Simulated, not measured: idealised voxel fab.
Process module under the name voxel tone inversion
The figure presents cross-section cut, which has a width of 220 nm and is divided into square cells with an edge length of 5 nm.
Heads up, the way a cross-section reads in here is a grid of square cells, handed over as bands from the top down, with every band being one or more rows of cells.
Band entry format. Leading values: height of top, height of bottom, nm. Remainder: materials in left-to-right order, each with its width in nm. Special words: "everywhere" on a single material, which then fills the band edge to edge; "blank", empty space.
Heads up on the height convention: 0 is the point under which the incoming wafer is all one material, and the lowest band has no bottom, it just keeps going down, like "0 -> down".
When a width is written as two numbers, as in "30->40", the first number is the width in the top row of cells of the band and the second is the width in its bottom row, and the width changes by the same amount from each row to the next.
Where the words "all unchanged" appear for a step, the cross-section shows no cell changed by that step; every cell remained as before.
Under "Trapped voids" you'll find the enclosed gaps, the ones with no way out to the top, that are 8 cells or bigger; each reads width x height at distance, with distance counted from the left edge, everything in nm.
On a step's line, text after the settings is the simulator commenting on that step.
Among the settings permitted on a step's line is "overlay nm"; applied to a step with a mask, it specifies the extent to which the mask lay to the right of its planned position, whereas a negative figure signifies a position to the left.

**The steps planned for the process are as follows**
1. RECEIVE with material Si
2. CONFORMAL_DEP with material SiN, thk nm 5
3. DIRECTIONAL_DEP with material polySi, thk nm 15
4. PATTERN with tone cover, mask id POSTS, material resist, width nm 20, pitch nm 40, thk nm 25, overlay nm 0
5. DIRECTIONAL_ETCH with etch materials polySi, depth nm 15
6. STRIP with etch materials resist
7. FILL_DEP with material lowk, thk nm 10
8. CMP with height nm 20
9. STRIP with etch materials polySi

**Run as planned: first of two wafers**

**Received-state cross-section, reflecting completion of step 1**
0 -> down = Si everywhere
Trapped voids: none

**Take a look at the wafer's cross-section after step 2**
5 -> 0 = SiN everywhere
Everything under 0 stays put, no change at all.

**Take a look at the wafer's cross-section after step 3**
20 -> 5 = polySi everywhere
Everything under 5 stays put, no change at all.

**Take a look at the wafer's cross-section after step 4**
45 -> 20 = 60 nm blank | 20 nm resist | 20 nm blank | 20 nm resist | 20 nm blank | 20 nm resist | 60 nm blank
Everything under 20 stays put, no change at all.

**Take a look at the wafer's cross-section after step 5**
45 -> 20 = 60 nm blank | 20 nm resist | 20 nm blank | 20 nm resist | 20 nm blank | 20 nm resist | 60 nm blank
20 -> 5 = 60 nm blank | 20 nm polySi | 20 nm blank | 20 nm polySi | 20 nm blank | 20 nm polySi | 60 nm blank
Everything under 5 stays put, no change at all.

**Take a look at the wafer's cross-section after step 6**
20 -> 5 = 60 nm blank | 20 nm polySi | 20 nm blank | 20 nm polySi | 20 nm blank | 20 nm polySi | 60 nm blank
Everything under 5 stays put, no change at all.

**Take a look at the wafer's cross-section after step 7**
30 -> 20 = lowk everywhere
20 -> 5 = 60 nm lowk | 20 nm polySi | 20 nm lowk | 20 nm polySi | 20 nm lowk | 20 nm polySi | 60 nm lowk
Everything under 5 stays put, no change at all.

**Take a look at the wafer's cross-section after step 8**
20 -> 5 = 60 nm lowk | 20 nm polySi | 20 nm lowk | 20 nm polySi | 20 nm lowk | 20 nm polySi | 60 nm lowk
Everything under 5 stays put, no change at all.

**Take a look at the wafer's cross-section after step 9**
20 -> 5 = 60 nm lowk | 20 nm blank | 20 nm lowk | 20 nm blank | 20 nm lowk | 20 nm blank | 60 nm lowk
Everything under 5 stays put, no change at all.

**Now the other wafer: same start, same recipe, but we messed up one thing when running it. Up to and including step 1 it's the same as the first one**

when step 2 should have ended: all unchanged

**when step 3 should have ended**
15 -> 0 = polySi everywhere
Everything under 0 stays put, no change at all.

**when step 4 should have ended**
40 -> 15 = 60 nm blank | 20 nm resist | 20 nm blank | 20 nm resist | 20 nm blank | 20 nm resist | 60 nm blank
Everything under 15 stays put, no change at all.

**when step 5 should have ended**
40 -> 15 = 60 nm blank | 20 nm resist | 20 nm blank | 20 nm resist | 20 nm blank | 20 nm resist | 60 nm blank
15 -> 0 = 60 nm blank | 20 nm polySi | 20 nm blank | 20 nm polySi | 20 nm blank | 20 nm polySi | 60 nm blank
Everything under 0 stays put, no change at all.

**when step 6 should have ended**
15 -> 0 = 60 nm blank | 20 nm polySi | 20 nm blank | 20 nm polySi | 20 nm blank | 20 nm polySi | 60 nm blank
Everything under 0 stays put, no change at all.

**when step 7 should have ended**
25 -> 15 = lowk everywhere
15 -> 0 = 60 nm lowk | 20 nm polySi | 20 nm lowk | 20 nm polySi | 20 nm lowk | 20 nm polySi | 60 nm lowk
Everything under 0 stays put, no change at all.

**when step 8 should have ended**
20 -> 15 = lowk everywhere
Everything under 15 stays put, no change at all.

when step 9 should have ended: all unchanged
Processing error: step 2 of the plan was omitted and not executed
FYI, end of process, the second wafer has more or fewer cells of some materials than the first: SiN -44; lowk +44; polySi +36
